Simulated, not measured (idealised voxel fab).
Process module name: voxel wiring stack
Shown is cross-section cut, with a width of 285 nm and square cells of size 5 nm.
Each cross-section below is a grid of square cells, stated as bands in top-down order, with one or more rows of cells making up each band.
Look at the band entry: it leads with the top's height and the bottom's height in nm. Then it lists the materials left to right, with a width in nm for each. The word "all across" on a single material says that material fills the band edge to edge. The word "empty" is empty space.
Height 0 is the level under which the wafer as received is all one material. The lowest band goes on downwards, as in "z 0 and below".
Quick explanation for "30->40": the width changes in equal steps down the rows of cells, from the first number in the band's top row to the second number in its bottom row.
What does "changes: none" mean for a step? It means no cell of the cross-section changed in that step.
Each empty space that has no open way to the top and spans at least 8 cells appears under "Closed void entries" as width x height at distance, the distance counted from the left edge, all in nm.
Post-settings text on a step line: simulator's own remark regarding the step.
Steps that use a mask can have "overlay nm" on their line. It says how far the mask sat to the right of where it was meant to be. Negative means to the left.

### Planned step list for the process
1: RECEIVE with material Si
2: CONFORMAL_DEP with material SiO2, thk nm 15
3: CONFORMAL_DEP with material SiCN, thk nm 5
4: DIRECTIONAL_DEP with material lowk, thk nm 15
5: DIRECTIONAL_DEP with material aC, thk nm 10
6: PATTERN with tone open, mask id METAL_1, material resist, width nm 20, pitch nm 50, thk nm 30, overlay nm 0
7: DIRECTIONAL_ETCH with etch materials aC, depth nm 10
8: STRIP with etch materials resist
9: DIRECTIONAL_ETCH with etch materials lowk, depth nm 15
10: DIRECTIONAL_ETCH with etch materials SiCN, depth nm 5
11: STRIP with etch materials aC
12: CONFORMAL_DEP with material TiN, thk nm 5
13: FILL_DEP with material Cu, thk nm 10
14: CMP with height nm 35
15: CONFORMAL_DEP with material SiCN, thk nm 5
16: DIRECTIONAL_DEP with material lowk, thk nm 30
17: PATTERN with tone open, mask id METAL_2_HOLES, material resist, width nm 15, pitch nm 50, thk nm 15, overlay nm 0
18: DIRECTIONAL_ETCH with etch materials lowk, depth nm 30
19: STRIP with etch materials resist
20: DIRECTIONAL_DEP with material aC, thk nm 15
21: PATTERN with tone open, mask id METAL_2, material resist, width nm 20, pitch nm 50, thk nm 35, overlay nm 0
22: DIRECTIONAL_ETCH with etch materials aC, depth nm 15
23: STRIP with etch materials resist
24: DIRECTIONAL_ETCH with etch materials lowk, depth nm 15
25: DIRECTIONAL_ETCH with etch materials SiCN, depth nm 5
26: STRIP with etch materials aC
27: CONFORMAL_DEP with material TiN, thk nm 5
28: FILL_DEP with material Cu, thk nm 5
29: CMP with height nm 70
30: CONFORMAL_DEP with material SiCN, thk nm 5

### Cross-section of the wafer as it came to us, i.e., already through step 1
> z 0 and below: Si all across
> Closed void entries: none

### Final wafer profile in cross-section after the module, from the same start and plan as above, with one mistake made during processing
> z 75 to 70: SiCN all across
> z 70 to 55: 80 nm lowk, then 5 nm TiN, then 5 nm Cu, then 5 nm TiN, then 35 nm lowk, then 5 nm TiN, then 5 nm Cu, then 5 nm TiN, then 35 nm lowk, then 5 nm TiN, then 5 nm Cu, then 5 nm TiN, then 90 nm lowk
> z 55 to 50: 80 nm SiCN, then 15 nm TiN, then 35 nm SiCN, then 15 nm TiN, then 35 nm SiCN, then 15 nm TiN, then 90 nm SiCN
> z 50 to 40: Cu all across
> z 40 to 35: 85 nm TiN, then 10 nm Cu, then 40 nm TiN, then 10 nm Cu, then 40 nm TiN, then 10 nm Cu, then 90 nm TiN
> z 35 to 20: 80 nm lowk, then 5 nm TiN, then 10 nm Cu, then 5 nm TiN, then 30 nm lowk, then 5 nm TiN, then 10 nm Cu, then 5 nm TiN, then 30 nm lowk, then 5 nm TiN, then 10 nm Cu, then 5 nm TiN, then 85 nm lowk
> z 20 to 15: 80 nm SiCN, then 20 nm TiN, then 30 nm SiCN, then 20 nm TiN, then 30 nm SiCN, then 20 nm TiN, then 85 nm SiCN
> z 15 to 0: SiO2 all across
> z 0 and below: Si all across
> Closed void entries: none
So what did we get wrong on this run? step 14 of the plan was excluded from execution and never run
